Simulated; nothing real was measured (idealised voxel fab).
The name of this process module is voxel air gaps.
Square cell edge 5 nm, section width 210 nm, ID cut.
Bands, listed from the top down, are how a cross-section gets written in this document; the cross-section itself is a grid of square cells, and a band is one or more rows of them.
Look at the band entry: it leads with the top's height and the bottom's height in nm. Then it lists the materials left to right, with a width in nm for each. The word "throughout" on a single material says that material fills the band edge to edge. The word "air" is empty space.
Counting heights begins at 0, where everything beneath is, in the wafer as received, one material. The lowest band has no bottom; it goes on downwards, as "0 -> down" shows.
Graded width ("30 to 40"): value in top row of band = first number; value in bottom row = second number; row-to-row change constant.
Where the words "remains unaltered" appear for a step, the cross-section shows no cell changed by that step; every cell remained as before.
Under "Closed void table" you'll find the enclosed gaps, the ones with no way out to the top, that are 8 cells or bigger; each reads width x height at distance, with distance counted from the left edge, everything in nm.
Anything after a step's settings on that line? It's the simulator's own note about the step.
"overlay nm", when on a step's line for a step with a mask, measures how far to the right of its planned place the mask lay; a negative measure means to the left.

## These are the steps we planned for the process
- 1: RECEIVE: material Si
- 2: CONFORMAL_DEP: material SiO2, thk nm 10
- 3: CONFORMAL_DEP: material SiN, thk nm 5
- 4: DIRECTIONAL_DEP: material lowk, thk nm 35
- 5: DIRECTIONAL_DEP: material aC, thk nm 15
- 6: PATTERN: tone open, mask id LINES, material resist, width nm 15, pitch nm 45, thk nm 30, overlay nm 0
- 7: DIRECTIONAL_ETCH: etch materials aC, depth nm 15
- 8: STRIP: etch materials resist
- 9: DIRECTIONAL_ETCH: etch materials lowk, depth nm 35
- 10: STRIP: etch materials aC
- 11: CONFORMAL_DEP: material TiN, thk nm 5
- 12: FILL_DEP: material Ru, thk nm 5
- 13: CMP: height nm 50
- 14: EPI: material Ru, thk nm 10
- 15: SELECTIVE_ETCH: etch materials lowk, depth nm 45
- 16: CONFORMAL_DEP: material SiCN, thk nm 5

## So, the first of our two wafers, run just as we planned it

## Here's what the wafer looked like in cross-section when it arrived - that's after step 1
0 -> down  Si throughout
Closed void table: none

## Cross-section through the wafer, step 2 finished
10 -> 0  SiO2 throughout
Everything under 0 stays put, no change at all.

## Cross-section through the wafer, step 3 finished
15 -> 10  SiN throughout
Everything under 10 stays put, no change at all.

## Cross-section through the wafer, step 4 finished
50 -> 15  lowk throughout
Everything under 15 stays put, no change at all.

## Cross-section through the wafer, step 5 finished
65 -> 50  aC throughout
Everything under 50 stays put, no change at all.

## Cross-section through the wafer, step 6 finished
95 -> 65  resist (30) / air (15) / resist (30) / air (15) / resist (30) / air (15) / resist (30) / air (15) / resist (30)
Everything under 65 stays put, no change at all.

## Cross-section through the wafer, step 7 finished
80 -> 65  resist (30) / air (15) / resist (30) / air (15) / resist (30) / air (15) / resist (30) / air (15) / resist (30)
65 -> 50  aC (30) / air (15) / aC (30) / air (15) / aC (30) / air (15) / aC (30) / air (15) / aC (30)
Everything under 50 stays put, no change at all.

## Cross-section through the wafer, step 8 finished
65 -> 50  aC (30) / air (15) / aC (30) / air (15) / aC (30) / air (15) / aC (30) / air (15) / aC (30)
Everything under 50 stays put, no change at all.

## Cross-section through the wafer, step 9 finished
65 -> 50  aC (30) / air (15) / aC (30) / air (15) / aC (30) / air (15) / aC (30) / air (15) / aC (30)
50 -> 15  lowk (30) / air (15) / lowk (30) / air (15) / lowk (30) / air (15) / lowk (30) / air (15) / lowk (30)
Everything under 15 stays put, no change at all.

## Cross-section through the wafer, step 10 finished
50 -> 15  lowk (30) / air (15) / lowk (30) / air (15) / lowk (30) / air (15) / lowk (30) / air (15) / lowk (30)
Everything under 15 stays put, no change at all.

## Cross-section through the wafer, step 11 finished
55 -> 50  TiN (35) / air (5) / TiN (40) / air (5) / TiN (40) / air (5) / TiN (40) / air (5) / TiN (35)
50 -> 20  lowk (30) / TiN (5) / air (5) / TiN (5) / lowk (30) / TiN (5) / air (5) / TiN (5) / lowk (30) / TiN (5) / air (5) / TiN (5) / lowk (30) / TiN (5) / air (5) / TiN (5) / lowk (30)
20 -> 15  lowk (30) / TiN (15) / lowk (30) / TiN (15) / lowk (30) / TiN (15) / lowk (30) / TiN (15) / lowk (30)
Everything under 15 stays put, no change at all.

## Cross-section through the wafer, step 12 finished
60 -> 55  Ru throughout
55 -> 50  TiN (35) / Ru (5) / TiN (40) / Ru (5) / TiN (40) / Ru (5) / TiN (40) / Ru (5) / TiN (35)
50 -> 20  lowk (30) / TiN (5) / Ru (5) / TiN (5) / lowk (30) / TiN (5) / Ru (5) / TiN (5) / lowk (30) / TiN (5) / Ru (5) / TiN (5) / lowk (30) / TiN (5) / Ru (5) / TiN (5) / lowk (30)
Everything under 20 stays put, no change at all.

## Cross-section through the wafer, step 13 finished
50 -> 20  lowk (30) / TiN (5) / Ru (5) / TiN (5) / lowk (30) / TiN (5) / Ru (5) / TiN (5) / lowk (30) / TiN (5) / Ru (5) / TiN (5) / lowk (30) / TiN (5) / Ru (5) / TiN (5) / lowk (30)
Everything under 20 stays put, no change at all.

## Cross-section through the wafer, step 14 finished
60 -> 50  air (20) / Ru (35) / air (10) / Ru (35) / air (10) / Ru (35) / air (10) / Ru (35) / air (20)
Everything under 50 stays put, no change at all.

## Cross-section through the wafer, step 15 finished
60 -> 50  air (20) / Ru (35) / air (10) / Ru (35) / air (10) / Ru (35) / air (10) / Ru (35) / air (20)
50 -> 20  air (30) / TiN (5) / Ru (5) / TiN (5) / air (30) / TiN (5) / Ru (5) / TiN (5) / air (30) / TiN (5) / Ru (5) / TiN (5) / air (30) / TiN (5) / Ru (5) / TiN (5) / air (30)
20 -> 15  air (30) / TiN (15) / air (30) / TiN (15) / air (30) / TiN (15) / air (30) / TiN (15) / air (30)
Everything under 15 stays put, no change at all.

## Cross-section through the wafer, step 16 finished
65 -> 60  air (15) / SiCN (180) / air (15)
60 -> 50  air (15) / SiCN (5) / Ru (35) / SiCN (10) / Ru (35) / SiCN (10) / Ru (35) / SiCN (10) / Ru (35) / SiCN (5) / air (15)
50 -> 45  air (15) / SiCN (15) / TiN (5) / Ru (5) / TiN (5) / SiCN (30) / TiN (5) / Ru (5) / TiN (5) / SiCN (30) / TiN (5) / Ru (5) / TiN (5) / SiCN (30) / TiN (5) / Ru (5) / TiN (5) / SiCN (15) / air (15)
45 -> 20  air (25) / SiCN (5) / TiN (5) / Ru (5) / TiN (5) / SiCN (5) / air (20) / SiCN (5) / TiN (5) / Ru (5) / TiN (5) / SiCN (5) / air (20) / SiCN (5) / TiN (5) / Ru (5) / TiN (5) / SiCN (5) / air (20) / SiCN (5) / TiN (5) / Ru (5) / TiN (5) / SiCN (5) / air (25)
20 -> 15  SiCN (30) / TiN (15) / SiCN (30) / TiN (15) / SiCN (30) / TiN (15) / SiCN (30) / TiN (15) / SiCN (30)
Everything under 15 stays put, no change at all.
Closed void table: 20 x 25 at 50; 20 x 25 at 95; 20 x 25 at 140

## Wafer two. Identical start, identical plan. One mistake in execution. Identical history through step 1

## What the second wafer looks like in cross-section when step 2 should have wrapped up
5 -> 0  SiN throughout
Everything under 0 stays put, no change at all.

## What the second wafer looks like in cross-section when step 3 should have wrapped up
15 -> 5  SiO2 throughout
Everything under 5 stays put, no change at all.

## What the second wafer looks like in cross-section when step 4 should have wrapped up
50 -> 15  lowk throughout
Everything under 15 stays put, no change at all.

## What the second wafer looks like in cross-section when step 5 should have wrapped up
65 -> 50  aC throughout
Everything under 50 stays put, no change at all.

## What the second wafer looks like in cross-section when step 6 should have wrapped up
95 -> 65  resist (30) / air (15) / resist (30) / air (15) / resist (30) / air (15) / resist (30) / air (15) / resist (30)
Everything under 65 stays put, no change at all.

## What the second wafer looks like in cross-section when step 7 should have wrapped up
80 -> 65  resist (30) / air (15) / resist (30) / air (15) / resist (30) / air (15) / resist (30) / air (15) / resist (30)
65 -> 50  aC (30) / air (15) / aC (30) / air (15) / aC (30) / air (15) / aC (30) / air (15) / aC (30)
Everything under 50 stays put, no change at all.

## What the second wafer looks like in cross-section when step 8 should have wrapped up
65 -> 50  aC (30) / air (15) / aC (30) / air (15) / aC (30) / air (15) / aC (30) / air (15) / aC (30)
Everything under 50 stays put, no change at all.

## What the second wafer looks like in cross-section when step 9 should have wrapped up
65 -> 50  aC (30) / air (15) / aC (30) / air (15) / aC (30) / air (15) / aC (30) / air (15) / aC (30)
50 -> 15  lowk (30) / air (15) / lowk (30) / air (15) / lowk (30) / air (15) / lowk (30) / air (15) / lowk (30)
Everything under 15 stays put, no change at all.

## What the second wafer looks like in cross-section when step 10 should have wrapped up
50 -> 15  lowk (30) / air (15) / lowk (30) / air (15) / lowk (30) / air (15) / lowk (30) / air (15) / lowk (30)
Everything under 15 stays put, no change at all.

## What the second wafer looks like in cross-section when step 11 should have wrapped up
55 -> 50  TiN (35) / air (5) / TiN (40) / air (5) / TiN (40) / air (5) / TiN (40) / air (5) / TiN (35)
50 -> 20  lowk (30) / TiN (5) / air (5) / TiN (5) / lowk (30) / TiN (5) / air (5) / TiN (5) / lowk (30) / TiN (5) / air (5) / TiN (5) / lowk (30) / TiN (5) / air (5) / TiN (5) / lowk (30)
20 -> 15  lowk (30) / TiN (15) / lowk (30) / TiN (15) / lowk (30) / TiN (15) / lowk (30) / TiN (15) / lowk (30)
Everything under 15 stays put, no change at all.

## What the second wafer looks like in cross-section when step 12 should have wrapped up
60 -> 55  Ru throughout
55 -> 50  TiN (35) / Ru (5) / TiN (40) / Ru (5) / TiN (40) / Ru (5) / TiN (40) / Ru (5) / TiN (35)
50 -> 20  lowk (30) / TiN (5) / Ru (5) / TiN (5) / lowk (30) / TiN (5) / Ru (5) / TiN (5) / lowk (30) / TiN (5) / Ru (5) / TiN (5) / lowk (30) / TiN (5) / Ru (5) / TiN (5) / lowk (30)
Everything under 20 stays put, no change at all.

## What the second wafer looks like in cross-section when step 13 should have wrapped up
50 -> 20  lowk (30) / TiN (5) / Ru (5) / TiN (5) / lowk (30) / TiN (5) / Ru (5) / TiN (5) / lowk (30) / TiN (5) / Ru (5) / TiN (5) / lowk (30) / TiN (5) / Ru (5) / TiN (5) / lowk (30)
Everything under 20 stays put, no change at all.

## What the second wafer looks like in cross-section when step 14 should have wrapped up
60 -> 50  air (20) / Ru (35) / air (10) / Ru (35) / air (10) / Ru (35) / air (10) / Ru (35) / air (20)
Everything under 50 stays put, no change at all.

## What the second wafer looks like in cross-section when step 15 should have wrapped up
60 -> 50  air (20) / Ru (35) / air (10) / Ru (35) / air (10) / Ru (35) / air (10) / Ru (35) / air (20)
50 -> 20  air (30) / TiN (5) / Ru (5) / TiN (5) / air (30) / TiN (5) / Ru (5) / TiN (5) / air (30) / TiN (5) / Ru (5) / TiN (5) / air (30) / TiN (5) / Ru (5) / TiN (5) / air (30)
20 -> 15  air (30) / TiN (15) / air (30) / TiN (15) / air (30) / TiN (15) / air (30) / TiN (15) / air (30)
Everything under 15 stays put, no change at all.

## What the second wafer looks like in cross-section when step 16 should have wrapped up
65 -> 60  air (15) / SiCN (180) / air (15)
60 -> 50  air (15) / SiCN (5) / Ru (35) / SiCN (10) / Ru (35) / SiCN (10) / Ru (35) / SiCN (10) / Ru (35) / SiCN (5) / air (15)
50 -> 45  air (15) / SiCN (15) / TiN (5) / Ru (5) / TiN (5) / SiCN (30) / TiN (5) / Ru (5) / TiN (5) / SiCN (30) / TiN (5) / Ru (5) / TiN (5) / SiCN (30) / TiN (5) / Ru (5) / TiN (5) / SiCN (15) / air (15)
45 -> 20  air (25) / SiCN (5) / TiN (5) / Ru (5) / TiN (5) / SiCN (5) / air (20) / SiCN (5) / TiN (5) / Ru (5) / TiN (5) / SiCN (5) / air (20) / SiCN (5) / TiN (5) / Ru (5) / TiN (5) / SiCN (5) / air (20) / SiCN (5) / TiN (5) / Ru (5) / TiN (5) / SiCN (5) / air (25)
20 -> 15  SiCN (30) / TiN (15) / SiCN (30) / TiN (15) / SiCN (30) / TiN (15) / SiCN (30) / TiN (15) / SiCN (30)
Everything under 15 stays put, no change at all.
Closed void table: 20 x 25 at 50; 20 x 25 at 95; 20 x 25 at 140
Deviation noted in wafer processing: the executed order of steps 2 and 3 is the reverse of that specified in the plan, each step having taken the other's position
At the end, each material covers as many cells on the second wafer as it does on the first, though the cells it covers are elsewhere.
